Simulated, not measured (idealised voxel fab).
process module | voxel capacitor over wiring
cross-section cut | 245 nm wide | cells 5 nm
A cross-section is a grid of square cells, given in bands from the top down. A band is one or more rows of cells.
Each band's line starts with the height of the band's top and of its bottom, in nm. Then come its materials from left to right, each with its width in nm. One material with "throughout" fills the band from edge to edge. "air" is empty space.
Height 0 is the level under which the wafer as received is all one material. The lowest band goes on downwards, as in "0 down".
A width such as "30 to 40" changes by the same amount from each row of cells to the next, from the band's top row to its bottom row.
"no change" after a step means that no cell of the cross-section changed.
closed voids: empty space of 8 cells or more with no open way to the top, each as width x height at its distance from the left edge, in nm
after a step's settings: what the simulator itself notes on the step
overlay nm, on a step with a mask: how far to the right of its planned place the mask lay; to the left if negative
plan
1 op RECEIVE | material Si
2 op CONFORMAL_DEP | material SiO2 | thk nm 10
3 op CONFORMAL_DEP | material SiN | thk nm 5
4 op DIRECTIONAL_DEP | material SiO2 | thk nm 15
5 op DIRECTIONAL_DEP | material aC | thk nm 15
6 op PATTERN | tone open | mask id METAL_1 | material resist | width nm 25 | pitch nm 75 | thk nm 30 | overlay nm 0
7 op DIRECTIONAL_ETCH | etch materials aC | depth nm 15
8 op STRIP | etch materials resist
9 op DIRECTIONAL_ETCH | etch materials SiO2 | depth nm 15
10 op DIRECTIONAL_ETCH | etch materials SiN | depth nm 5
11 op STRIP | etch materials aC
12 op CONFORMAL_DEP | material TiN | thk nm 5
13 op FILL_DEP | material Cu | thk nm 5
14 op CMP | height nm 30
15 op CONFORMAL_DEP | material SiCN | thk nm 5
16 op DIRECTIONAL_DEP | material lowk | thk nm 15
17 op PATTERN | tone open | mask id PLUG_1 | material resist | width nm 15 | thk nm 20 | overlay nm 0
18 op DIRECTIONAL_ETCH | etch materials lowk | depth nm 15
19 op DIRECTIONAL_ETCH | etch materials SiCN | depth nm 5
20 op STRIP | etch materials resist
21 op CONFORMAL_DEP | material TiN | thk nm 5
22 op FILL_DEP | material Ru | thk nm 10
23 op CMP | height nm 50
24 op DIRECTIONAL_DEP | material TiN | thk nm 10
25 op DIRECTIONAL_DEP | material HfO2 | thk nm 5
26 op DIRECTIONAL_DEP | material TiN | thk nm 10
27 op MASKED_ETCH | tone cover | mask id UPPER_PLATE | width nm 55 | etch materials TiN | depth nm 10 | overlay nm 0
28 op MASKED_ETCH | tone cover | mask id UPPER_PLATE | width nm 55 | etch materials HfO2 | depth nm 5 | overlay nm 0
29 op PATTERN | tone cover | mask id LOWER_PLATE | material resist | width nm 65 | thk nm 20 | overlay nm 0
30 op DIRECTIONAL_ETCH | etch materials TiN | depth nm 10
31 op STRIP | etch materials resist
32 op FILL_DEP | material SiO2 | thk nm 15
33 op CMP | height nm 85
34 op DIRECTIONAL_DEP | material aC | thk nm 10
35 op PATTERN | tone open | mask id PLUG_2 | material resist | width nm 15 | thk nm 30 | overlay nm 0
36 op DIRECTIONAL_ETCH | etch materials aC | depth nm 10
37 op STRIP | etch materials resist
38 op DIRECTIONAL_ETCH | etch materials SiO2 | depth nm 10
39 op STRIP | etch materials aC
40 op CONFORMAL_DEP | material TiN | thk nm 5
41 op FILL_DEP | material Ru | thk nm 10
42 op CMP | height nm 85
43 op CONFORMAL_DEP | material SiN | thk nm 5
first wafer, as planned
as received, after step 1
  0 down: Si throughout
  closed voids: none
after step 2
  10 to 0: SiO2 throughout
  below 0: unchanged
after step 3
  15 to 10: SiN throughout
  below 10: unchanged
after step 4
  30 to 15: SiO2 throughout
  below 15: unchanged
after step 5
  45 to 30: aC throughout
  below 30: unchanged
after step 6
  75 to 45: resist 70 | air 25 | resist 50 | air 25 | resist 75
  below 45: unchanged
after step 7
  60 to 45: resist 70 | air 25 | resist 50 | air 25 | resist 75
  45 to 30: aC 70 | air 25 | aC 50 | air 25 | aC 75
  below 30: unchanged
after step 8
  45 to 30: aC 70 | air 25 | aC 50 | air 25 | aC 75
  below 30: unchanged
after step 9
  45 to 30: aC 70 | air 25 | aC 50 | air 25 | aC 75
  30 to 15: SiO2 70 | air 25 | SiO2 50 | air 25 | SiO2 75
  below 15: unchanged
after step 10
  45 to 30: aC 70 | air 25 | aC 50 | air 25 | aC 75
  30 to 15: SiO2 70 | air 25 | SiO2 50 | air 25 | SiO2 75
  15 to 10: SiN 70 | air 25 | SiN 50 | air 25 | SiN 75
  below 10: unchanged
after step 11
  30 to 15: SiO2 70 | air 25 | SiO2 50 | air 25 | SiO2 75
  below 15: unchanged
after step 12
  35 to 30: TiN 75 | air 15 | TiN 60 | air 15 | TiN 80
  30 to 15: SiO2 70 | TiN 5 | air 15 | TiN 5 | SiO2 50 | TiN 5 | air 15 | TiN 5 | SiO2 75
  15 to 10: SiN 70 | TiN 25 | SiN 50 | TiN 25 | SiN 75
  below 10: unchanged
after step 13
  40 to 35: Cu throughout
  35 to 30: TiN 75 | Cu 15 | TiN 60 | Cu 15 | TiN 80
  30 to 15: SiO2 70 | TiN 5 | Cu 15 | TiN 5 | SiO2 50 | TiN 5 | Cu 15 | TiN 5 | SiO2 75
  below 15: unchanged
after step 14
  30 to 15: SiO2 70 | TiN 5 | Cu 15 | TiN 5 | SiO2 50 | TiN 5 | Cu 15 | TiN 5 | SiO2 75
  below 15: unchanged
after step 15
  35 to 30: SiCN throughout
  below 30: unchanged
after step 16
  50 to 35: lowk throughout
  below 35: unchanged
after step 17
  70 to 50: resist 80 | air 15 | resist 150
  below 50: unchanged
after step 18
  70 to 50: resist 80 | air 15 | resist 150
  50 to 35: lowk 80 | air 15 | lowk 150
  below 35: unchanged
after step 19
  70 to 50: resist 80 | air 15 | resist 150
  50 to 35: lowk 80 | air 15 | lowk 150
  35 to 30: SiCN 80 | air 15 | SiCN 150
  below 30: unchanged
after step 20
  50 to 35: lowk 80 | air 15 | lowk 150
  below 35: unchanged
after step 21
  55 to 50: TiN 85 | air 5 | TiN 155
  50 to 35: lowk 80 | TiN 5 | air 5 | TiN 5 | lowk 150
  35 to 30: SiCN 80 | TiN 15 | SiCN 150
  below 30: unchanged
after step 22
  65 to 55: Ru throughout
  55 to 50: TiN 85 | Ru 5 | TiN 155
  50 to 35: lowk 80 | TiN 5 | Ru 5 | TiN 5 | lowk 150
  below 35: unchanged
after step 23
  50 to 35: lowk 80 | TiN 5 | Ru 5 | TiN 5 | lowk 150
  below 35: unchanged
after step 24
  60 to 50: TiN throughout
  below 50: unchanged
after step 25
  65 to 60: HfO2 throughout
  below 60: unchanged
after step 26
  75 to 65: TiN throughout
  below 65: unchanged
after step 27
  75 to 65: air 80 | TiN 55 | air 110
  below 65: unchanged
after step 28
  75 to 65: air 80 | TiN 55 | air 110
  65 to 60: air 80 | HfO2 55 | air 110
  below 60: unchanged
after step 29
  95 to 75: air 75 | resist 65 | air 105
  75 to 65: air 75 | resist 5 | TiN 55 | resist 5 | air 105
  65 to 60: air 75 | resist 5 | HfO2 55 | resist 5 | air 105
  below 60: unchanged
after step 30
  95 to 75: air 75 | resist 65 | air 105
  75 to 65: air 75 | resist 5 | TiN 55 | resist 5 | air 105
  65 to 60: air 75 | resist 5 | HfO2 55 | resist 5 | air 105
  60 to 50: air 75 | TiN 65 | air 105
  below 50: unchanged
after step 31
  75 to 65: air 80 | TiN 55 | air 110
  65 to 60: air 80 | HfO2 55 | air 110
  below 60: unchanged
after step 32
  90 to 75: SiO2 throughout
  75 to 65: SiO2 80 | TiN 55 | SiO2 110
  65 to 60: SiO2 80 | HfO2 55 | SiO2 110
  60 to 50: SiO2 75 | TiN 65 | SiO2 105
  below 50: unchanged
after step 33
  85 to 75: SiO2 throughout
  below 75: unchanged
after step 34
  95 to 85: aC throughout
  below 85: unchanged
after step 35
  125 to 95: resist 90 | air 15 | resist 140
  below 95: unchanged
after step 36
  115 to 95: resist 90 | air 15 | resist 140
  95 to 85: aC 90 | air 15 | aC 140
  below 85: unchanged
after step 37
  95 to 85: aC 90 | air 15 | aC 140
  below 85: unchanged
after step 38
  95 to 85: aC 90 | air 15 | aC 140
  85 to 75: SiO2 90 | air 15 | SiO2 140
  below 75: unchanged
after step 39
  85 to 75: SiO2 90 | air 15 | SiO2 140
  below 75: unchanged
after step 40
  90 to 85: TiN 95 | air 5 | TiN 145
  85 to 80: SiO2 90 | TiN 5 | air 5 | TiN 5 | SiO2 140
  80 to 75: SiO2 90 | TiN 15 | SiO2 140
  below 75: unchanged
after step 41
  100 to 90: Ru throughout
  90 to 85: TiN 95 | Ru 5 | TiN 145
  85 to 80: SiO2 90 | TiN 5 | Ru 5 | TiN 5 | SiO2 140
  below 80: unchanged
after step 42
  85 to 80: SiO2 90 | TiN 5 | Ru 5 | TiN 5 | SiO2 140
  below 80: unchanged
after step 43
  90 to 85: SiN throughout
  below 85: unchanged
second wafer: like start, like plan, one mistake. Through step 31 it matches the first wafer
when step 32 should have ended
  105 to 75: SiO2 throughout
  75 to 65: SiO2 80 | TiN 55 | SiO2 110
  65 to 60: SiO2 80 | HfO2 55 | SiO2 110
  60 to 50: SiO2 75 | TiN 65 | SiO2 105
  below 50: unchanged
when step 33 should have ended
  85 to 75: SiO2 throughout
  below 75: unchanged
when step 34 should have ended
  95 to 85: aC throughout
  below 85: unchanged
when step 35 should have ended
  125 to 95: resist 90 | air 15 | resist 140
  below 95: unchanged
when step 36 should have ended
  115 to 95: resist 90 | air 15 | resist 140
  95 to 85: aC 90 | air 15 | aC 140
  below 85: unchanged
when step 37 should have ended
  95 to 85: aC 90 | air 15 | aC 140
  below 85: unchanged
when step 38 should have ended
  95 to 85: aC 90 | air 15 | aC 140
  85 to 75: SiO2 90 | air 15 | SiO2 140
  below 75: unchanged
when step 39 should have ended
  85 to 75: SiO2 90 | air 15 | SiO2 140
  below 75: unchanged
when step 40 should have ended
  90 to 85: TiN 95 | air 5 | TiN 145
  85 to 80: SiO2 90 | TiN 5 | air 5 | TiN 5 | SiO2 140
  80 to 75: SiO2 90 | TiN 15 | SiO2 140
  below 75: unchanged
when step 41 should have ended
  100 to 90: Ru throughout
  90 to 85: TiN 95 | Ru 5 | TiN 145
  85 to 80: SiO2 90 | TiN 5 | Ru 5 | TiN 5 | SiO2 140
  below 80: unchanged
when step 42 should have ended
  85 to 80: SiO2 90 | TiN 5 | Ru 5 | TiN 5 | SiO2 140
  below 80: unchanged
when step 43 should have ended
  90 to 85: SiN throughout
  below 85: unchanged
what went wrong: step 32 was run twice
at the end the two cross-sections are the same: no effect in what this model computes
